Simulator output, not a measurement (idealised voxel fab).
Proc. module: voxel self aligned vias
It is cross-section cut that appears here, measuring 285 nm in width, its square cells being 5 nm in size.
For the purposes of this document, a cross-section shall be understood as a grid of square cells, specified as bands listed in top-to-bottom order, each band consisting of one or more rows of cells. Basically the band line says how high the top is and how high the bottom is, in nm, and then what's in it from left to right, every material with its width in nm. Empty space shows up as "empty", and if a single material carries "full width" it runs the full band edge to edge. We count height from 0. Below that, the starting wafer is all one material. The lowest band never ends at the bottom but goes on down; see "top 0, no bottom" for how that is written. Per-row width for "30..40": begins at first number (top row of band), ends at second number (bottom row), increment between rows held constant. It should be understood that the words "nothing altered", when stated for a given step, signify that the cross-section underwent no change in any of its cells during that step. Look at "Unvented internal voids" for the closed voids: empty spaces with no open path to the top, sized 8 cells or up. Each is width x height at distance, distance from the left edge, all nm. Text after the settings on a step's line: the simulator's own remark on that step. Regarding "overlay nm": on a step with a mask, it is the distance the mask lay to the right of its planned place; a negative value places it to the left.
Plan
1) op RECEIVE | material Si
2) op CONFORMAL_DEP | material SiO2 | thk nm 10
3) op CONFORMAL_DEP | material SiCN | thk nm 5
4) op DIRECTIONAL_DEP | material lowk | thk nm 20
5) op DIRECTIONAL_DEP | material aC | thk nm 15
6) op PATTERN | tone open | mask id LINES | material resist | width nm 25 | pitch nm 55 | thk nm 35 | overlay nm 0
7) op DIRECTIONAL_ETCH | etch materials aC | depth nm 15
8) op STRIP | etch materials resist
9) op DIRECTIONAL_ETCH | etch materials lowk | depth nm 20
10) op STRIP | etch materials aC
11) op CONFORMAL_DEP | material TiN | thk nm 5
12) op FILL_DEP | material Ru | thk nm 10
13) op CMP | height nm 35
14) op SELECTIVE_ETCH | etch materials W Ru TiN | depth nm 10
15) op FILL_DEP | material SiN | thk nm 10
16) op CMP | height nm 35
17) op DIRECTIONAL_DEP | material lowk | thk nm 15
18) op DIRECTIONAL_DEP | material aC | thk nm 15
19) op PATTERN | tone open | mask id VIAS | material resist | width nm 35 | pitch nm 110 | thk nm 35 | overlay nm 0
20) op DIRECTIONAL_ETCH | etch materials aC | depth nm 15
21) op STRIP | etch materials resist
22) op DIRECTIONAL_ETCH | etch materials lowk | depth nm 15
23) op DIRECTIONAL_ETCH | etch materials SiN | depth nm 10
24) op STRIP | etch materials aC
25) op CONFORMAL_DEP | material TiN | thk nm 5
26) op FILL_DEP | material W | thk nm 10
27) op CMP | height nm 50
28) op CONFORMAL_DEP | material SiN | thk nm 5
Cross-section of the incoming wafer, state after step 1
top 0, no bottom = Si full width
Unvented internal voids: none
Post-module cross-section of the first of two wafers (run per plan)
top 55, bottom 50 = SiN full width
top 50, bottom 40 = 70 nm lowk; 5 nm TiN; 25 nm W; 5 nm TiN; 75 nm lowk; 5 nm TiN; 25 nm W; 5 nm TiN; 70 nm lowk
top 40, bottom 35 = 70 nm lowk; 10 nm TiN; 15 nm W; 10 nm TiN; 75 nm lowk; 10 nm TiN; 15 nm W; 10 nm TiN; 70 nm lowk
top 35, bottom 30 = 75 nm lowk; 5 nm TiN; 15 nm W; 5 nm TiN; 30 nm lowk; 25 nm SiN; 30 nm lowk; 5 nm TiN; 15 nm W; 5 nm TiN; 75 nm lowk
top 30, bottom 25 = 75 nm lowk; 25 nm TiN; 30 nm lowk; 25 nm SiN; 30 nm lowk; 25 nm TiN; 75 nm lowk
top 25, bottom 20 = 75 nm lowk; 5 nm TiN; 15 nm Ru; 5 nm TiN; 30 nm lowk; 5 nm TiN; 15 nm Ru; 5 nm TiN; 30 nm lowk; 5 nm TiN; 15 nm Ru; 5 nm TiN; 75 nm lowk
top 20, bottom 15 = 75 nm lowk; 25 nm TiN; 30 nm lowk; 25 nm TiN; 30 nm lowk; 25 nm TiN; 75 nm lowk
top 15, bottom 10 = SiCN full width
top 10, bottom 0 = SiO2 full width
top 0, no bottom = Si full width
Unvented internal voids: none
Second wafer at the end: like start, like plan, one mistake
top 55, bottom 50 = SiN full width
top 50, bottom 40 = 70 nm lowk; 5 nm TiN; 25 nm W; 5 nm TiN; 75 nm lowk; 5 nm TiN; 25 nm W; 5 nm TiN; 70 nm lowk
top 40, bottom 35 = 70 nm lowk; 35 nm TiN; 75 nm lowk; 35 nm TiN; 70 nm lowk
top 35, bottom 25 = 70 nm SiN; 5 nm TiN; 25 nm lowk; 5 nm TiN; 25 nm SiN; 25 nm lowk; 25 nm SiN; 5 nm TiN; 25 nm lowk; 5 nm TiN; 70 nm SiN
top 25, bottom 20 = 70 nm Ru; 5 nm TiN; 25 nm lowk; 5 nm TiN; 20 nm Ru; 5 nm TiN; 25 nm lowk; 5 nm TiN; 20 nm Ru; 5 nm TiN; 25 nm lowk; 5 nm TiN; 70 nm Ru
top 20, bottom 15 = 75 nm TiN; 25 nm lowk; 30 nm TiN; 25 nm lowk; 30 nm TiN; 25 nm lowk; 75 nm TiN
top 15, bottom 10 = SiCN full width
top 10, bottom 0 = SiO2 full width
top 0, no bottom = Si full width
Unvented internal voids: none
Processing error: in deviation from the planned setting, step 6 was conducted as op PATTERN | tone cover | mask id LINES | material resist | width nm 25 | pitch nm 55 | thk nm 35 | overlay nm 0
Counted in cells at the end, the second wafer holds more or fewer of these materials than the first: +27 Ru | +66 SiN | +27 TiN | -12 W | -108 lowk
